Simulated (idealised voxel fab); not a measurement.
This section sets out a process module, namely voxel released beams.
The figure presents cross-section cut, which has a width of 280 nm and is divided into square cells with an edge length of 5 nm.
Bands, listed from the top down, are how a cross-section gets written in this document; the cross-section itself is a grid of square cells, and a band is one or more rows of them.
Basically the band line says how high the top is and how high the bottom is, in nm, and then what's in it from left to right, every material with its width in nm. Empty space shows up as "empty", and if a single material carries "throughout" it runs the full band edge to edge.
Heights are reckoned from 0. Under this level, the received wafer is all of one material. The bottommost band is open-ended downward, for example "z 0 and below".
Read "30->40" as a graded width: first number on top, second number at the bottom, same change between each pair of neighbouring rows.
It should be understood that the words "nothing was modified", when stated for a given step, signify that the cross-section underwent no change in any of its cells during that step.
Listed in "Fully sealed voids": every empty space of 8 or more cells without an open way to the top. Form: width x height at distance, the distance being from the left edge, all in nm.
Whatever follows a step's settings on its line is a remark the simulator itself makes about that step.
The line of a step may include "overlay nm". On a step with a mask, this value is how far to the right of its planned place the mask lay. A negative value means the mask lay to the left.

### The process steps that were planned are listed below
1 op RECEIVE | material Si
2 op CONFORMAL_DEP | material SiN | thk nm 10
3 op DIRECTIONAL_DEP | material SiO2 | thk nm 15
4 op MASKED_ETCH | tone open | mask id ANCHOR | width nm 30 | etch materials SiO2 | depth nm 15 | overlay nm 0
5 op CONFORMAL_DEP | material W | thk nm 10
6 op DIRECTIONAL_DEP | material aC | thk nm 10
7 op PATTERN | tone cover | mask id BEAM | material resist | width nm 85 | thk nm 30 | overlay nm 0
8 op DIRECTIONAL_ETCH | etch materials aC | depth nm 10
9 op STRIP | etch materials resist
10 op DIRECTIONAL_ETCH | etch materials W | depth nm 10
11 op STRIP | etch materials aC
12 op STRIP | etch materials SiO2

### First wafer of two (run as planned)

### Cross-section of the wafer as it came to us, i.e., already through step 1
- z 0 and below | Si throughout
- Fully sealed voids: none

### After step 2, in cross-section
- z 10 to 0 | SiN throughout
- Note: structure below 0 unchanged.

### After step 3, in cross-section
- z 25 to 10 | SiO2 throughout
- Note: structure below 10 unchanged.

### After step 4, in cross-section
- z 25 to 10 | SiO2 100 nm, empty 30 nm, SiO2 150 nm
- Note: structure below 10 unchanged.

### After step 5, in cross-section
- z 35 to 25 | W 110 nm, empty 10 nm, W 160 nm
- z 25 to 20 | SiO2 100 nm, W 10 nm, empty 10 nm, W 10 nm, SiO2 150 nm
- z 20 to 10 | SiO2 100 nm, W 30 nm, SiO2 150 nm
- Note: structure below 10 unchanged.

### After step 6, in cross-section
- z 45 to 35 | aC 110 nm, empty 10 nm, aC 160 nm
- z 35 to 30 | W 110 nm, empty 10 nm, W 160 nm
- z 30 to 25 | W 110 nm, aC 10 nm, W 160 nm
- z 25 to 20 | SiO2 100 nm, W 10 nm, aC 10 nm, W 10 nm, SiO2 150 nm
- Note: structure below 20 unchanged.

### After step 7, in cross-section
- z 75 to 45 | empty 95 nm, resist 85 nm, empty 100 nm
- z 45 to 35 | aC 110 nm, resist 10 nm, aC 160 nm
- z 35 to 30 | W 110 nm, resist 10 nm, W 160 nm
- Note: structure below 30 unchanged.

### After step 8, in cross-section
- z 65 to 45 | empty 95 nm, resist 85 nm, empty 100 nm
- z 45 to 35 | empty 95 nm, aC 15 nm, resist 10 nm, aC 60 nm, empty 100 nm
- Note: structure below 35 unchanged.

### After step 9, in cross-section
- z 45 to 35 | empty 95 nm, aC 15 nm, empty 10 nm, aC 60 nm, empty 100 nm
- z 35 to 30 | W 110 nm, empty 10 nm, W 160 nm
- Note: structure below 30 unchanged.

### After step 10, in cross-section
- z 45 to 35 | empty 95 nm, aC 15 nm, empty 10 nm, aC 60 nm, empty 100 nm
- z 35 to 30 | empty 95 nm, W 15 nm, empty 10 nm, W 60 nm, empty 100 nm
- z 30 to 25 | empty 95 nm, W 15 nm, aC 10 nm, W 60 nm, empty 100 nm
- Note: structure below 25 unchanged.

### After step 11, in cross-section
- z 35 to 25 | empty 95 nm, W 15 nm, empty 10 nm, W 60 nm, empty 100 nm
- z 25 to 20 | SiO2 100 nm, W 10 nm, empty 10 nm, W 10 nm, SiO2 150 nm
- Note: structure below 20 unchanged.

### After step 12, in cross-section
- z 35 to 25 | empty 95 nm, W 15 nm, empty 10 nm, W 60 nm, empty 100 nm
- z 25 to 20 | empty 100 nm, W 10 nm, empty 10 nm, W 10 nm, empty 150 nm
- z 20 to 10 | empty 100 nm, W 30 nm, empty 150 nm
- Note: structure below 10 unchanged.

### The second wafer: identical to the first at the outset and in its planned sequence, differing only in that one mistake was made during processing; up to and including step 3, its path is the first wafer's path

### Second wafer: cross-section at the scheduled end of step 4
- z 25 to 10 | empty 100 nm, SiO2 30 nm, empty 150 nm
- Note: structure below 10 unchanged.

### Second wafer: cross-section at the scheduled end of step 5
- z 35 to 25 | empty 90 nm, W 50 nm, empty 140 nm
- z 25 to 20 | empty 90 nm, W 10 nm, SiO2 30 nm, W 10 nm, empty 140 nm
- z 20 to 10 | W 100 nm, SiO2 30 nm, W 150 nm
- Note: structure below 10 unchanged.

### Second wafer: cross-section at the scheduled end of step 6
- z 45 to 35 | empty 90 nm, aC 50 nm, empty 140 nm
- z 35 to 30 | empty 90 nm, W 50 nm, empty 140 nm
- z 30 to 25 | aC 90 nm, W 50 nm, aC 140 nm
- z 25 to 20 | aC 90 nm, W 10 nm, SiO2 30 nm, W 10 nm, aC 140 nm
- Note: structure below 20 unchanged.

### Second wafer: cross-section at the scheduled end of step 7
- z 75 to 45 | empty 95 nm, resist 85 nm, empty 100 nm
- z 45 to 35 | empty 90 nm, aC 50 nm, resist 40 nm, empty 100 nm
- z 35 to 30 | empty 90 nm, W 50 nm, resist 40 nm, empty 100 nm
- Note: structure below 30 unchanged.

### Second wafer: cross-section at the scheduled end of step 8
- z 65 to 45 | empty 95 nm, resist 85 nm, empty 100 nm
- z 45 to 35 | empty 95 nm, aC 45 nm, resist 40 nm, empty 100 nm
- z 35 to 30 | empty 90 nm, W 50 nm, resist 40 nm, empty 100 nm
- z 30 to 25 | empty 90 nm, W 50 nm, aC 40 nm, empty 100 nm
- z 25 to 20 | empty 90 nm, W 10 nm, SiO2 30 nm, W 10 nm, aC 40 nm, empty 100 nm
- Note: structure below 20 unchanged.

### Second wafer: cross-section at the scheduled end of step 9
- z 45 to 35 | empty 95 nm, aC 45 nm, empty 140 nm
- z 35 to 30 | empty 90 nm, W 50 nm, empty 140 nm
- Note: structure below 30 unchanged.

### Second wafer: cross-section at the scheduled end of step 10
- z 45 to 35 | empty 95 nm, aC 45 nm, empty 140 nm
- z 35 to 30 | empty 95 nm, W 45 nm, empty 140 nm
- z 30 to 25 | empty 95 nm, W 45 nm, aC 40 nm, empty 100 nm
- z 25 to 20 | empty 90 nm, W 10 nm, SiO2 30 nm, W 10 nm, aC 40 nm, empty 100 nm
- z 20 to 10 | empty 90 nm, W 10 nm, SiO2 30 nm, W 50 nm, empty 100 nm
- Note: structure below 10 unchanged.

### Second wafer: cross-section at the scheduled end of step 11
- z 35 to 25 | empty 95 nm, W 45 nm, empty 140 nm
- z 25 to 20 | empty 90 nm, W 10 nm, SiO2 30 nm, W 10 nm, empty 140 nm
- Note: structure below 20 unchanged.

Second wafer: cross-section at the scheduled end of step 12: nothing was modified
Short version of what went wrong: so step 4 ended up running with a different setting than we planned, it ran as op MASKED_ETCH | tone cover | mask id ANCHOR | width nm 30 | etch materials SiO2 | depth nm 15 | overlay nm 0
It is noted that, at the conclusion of processing, the second wafer exhibits a higher or lower cell count for certain materials relative to the first: SiO2: 18 more
